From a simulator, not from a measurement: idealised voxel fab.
Module name: voxel ribs on slabs (process module)
This is section cut - it's 260 nm across, gridded in 5 nm square cells.
Format of a cross-section: grid, square cells. Given as bands. Order: top down. Band: one or more rows of cells. First you get the band's top height and its bottom height, in nm, and then the materials it's made of, left to right, with each width in nm. If you see a single material with "all across", that one covers the band edge to edge. "empty" is empty space. Heights are measured from 0, the level below which the as-received wafer is all one material; the lowest band has no bottom and continues downward, written as in "0 down". With a width like "30..40", each row of cells in the band differs from the next by the same amount, the top row carrying the first number and the bottom row the second. For the purposes of this document, the phrase "left unchanged" attached to a step denotes that no cell within the cross-section was modified by that step. Enclosed voids (no open way to top), threshold 8 cells or more, entry "Closed void inventory", notation width x height at distance, distance from left edge, nm. Post-settings text on a step line: simulator's own remark regarding the step. overlay nm, on a step with a mask: how far to the right of its planned place the mask lay; to the left if negative.

The planned process steps are enumerated hereunder
| 1 | RECEIVE, material Si |
| 2 | DIRECTIONAL_DEP, material SiO2, thk nm 30 |
| 3 | DIRECTIONAL_DEP, material SiN, thk nm 15 |
| 4 | PATTERN, tone cover, mask id RIB, material resist, width nm 20, thk nm 15, overlay nm 0 |
| 5 | DIRECTIONAL_ETCH, etch materials SiN, depth nm 10 |
| 6 | STRIP, etch materials resist |
| 7 | PATTERN, tone cover, mask id SLAB, material resist, width nm 40, thk nm 20, overlay nm 0 |
| 8 | DIRECTIONAL_ETCH, etch materials SiN, depth nm 5 |
| 9 | STRIP, etch materials resist |
| 10 | FILL_DEP, material SiO2, thk nm 20 |
| 11 | CMP, height nm 60 |
| 12 | DIRECTIONAL_DEP, material W, thk nm 5 |
| 13 | PATTERN, tone cover, mask id HEATER, material resist, width nm 30, thk nm 20, overlay nm 0 |
| 14 | DIRECTIONAL_ETCH, etch materials W, depth nm 5 |
| 15 | STRIP, etch materials resist |
| 16 | CONFORMAL_DEP, material SiN, thk nm 10 |
It is noted that the wafers described herein are identical at the outset and are distinguished by the width nm of step 7; the value stated in the plan corresponds to the first wafer.

Cross-section of the first of several received wafers, showing its state after step 1
    0 down = Si all across
    Closed void inventory: none

Every row in this table is a wafer at the end of the module, and it gives, for each of the materials, the cells that wafer has gained (+) or lost (-) since it was received, then its closed voids
width nm 40 | +124 SiN | +608 SiO2 | +6 W | Closed void inventory: none
width nm 45 | +125 SiN | +607 SiO2 | +6 W | Closed void inventory: none
width nm 50 | +126 SiN | +606 SiO2 | +6 W | Closed void inventory: none
width nm 55 | +127 SiN | +605 SiO2 | +6 W | Closed void inventory: none
width nm 60 | +128 SiN | +604 SiO2 | +6 W | Closed void inventory: none
width nm 65 | +129 SiN | +603 SiO2 | +6 W | Closed void inventory: none
